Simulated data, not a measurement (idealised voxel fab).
Name of the process module below: voxel released beams
Displayed cross-section: cut, width of 270 nm, square cells sized 5 nm.
If you're reading a cross-section in this doc, picture square cells in a grid; it comes to you as bands, top ones listed first down to the bottom, and a band can be one or more rows of cells.
Quick guide to a band line: top height, bottom height (nm) up front; then every material left to right with its width in nm. Only one material and it's marked "edge to edge"? Then it fills the band edge to edge. And "blank" just means empty space.
Basically, 0 is our baseline, since under it the wafer straight out of the box is all one material. The bottom band has no lower end and keeps on going down, so it looks like "0 nm and below".
Note: "30 to 40" means the width goes from the first number (top row of the band) to the second number (bottom row) in equal steps per row of cells.
Given "no modifications" for a step, no cell of the cross-section differs between before and after that step.
You'll see "Enclosed cavities" listing empty spaces that have no way open to the top, as long as they're 8 cells or more; the notation is width x height at distance, where the distance is from the left edge, and all of it is in nm.
Past the settings on a step's line: simulator remark, on that step.
Among the settings permitted on a step's line is "overlay nm"; applied to a step with a mask, it specifies the extent to which the mask lay to the right of its planned position, whereas a negative figure signifies a position to the left.
Process steps foreseen in the plan
1,RECEIVE | material Si
2,CONFORMAL_DEP | material Al2O3 | thk nm 10
3,DIRECTIONAL_DEP | material SiO2 | thk nm 10
4,PATTERN | tone open | mask id ANCHOR | material resist | width nm 40 | thk nm 20 | overlay nm 0
5,DIRECTIONAL_ETCH | etch materials SiO2 | depth nm 10
6,STRIP | etch materials resist
7,CONFORMAL_DEP | material SiN | thk nm 15
8,DIRECTIONAL_DEP | material aC | thk nm 15
9,PATTERN | tone cover | mask id BEAM | material resist | width nm 110 | thk nm 35 | overlay nm 0
10,DIRECTIONAL_ETCH | etch materials aC | depth nm 15
11,STRIP | etch materials resist
12,DIRECTIONAL_ETCH | etch materials SiN | depth nm 15
13,STRIP | etch materials aC
14,STRIP | etch materials SiO2
As-received wafer cross-section (after step 1)
- 0 nm and below  Si edge to edge
- Enclosed cavities: none
The module was run from the start shown above using the plan shown above, but one mistake was made doing it; the resulting wafer cross-section is below
- 35 nm to 25 nm  blank 75; SiN 60; blank 135
- 25 nm to 20 nm  blank 75; SiN 110; blank 85
- 20 nm to 10 nm  blank 65; SiN 15; SiO2 40; SiN 65; blank 85
- 10 nm to 0 nm  Al2O3 edge to edge
- 0 nm and below  Si edge to edge
- Enclosed cavities: none
What was done differently from what was planned? in deviation from the planned setting, step 4 was conducted as PATTERN | tone cover | mask id ANCHOR | material resist | width nm 40 | thk nm 20 | overlay nm 0
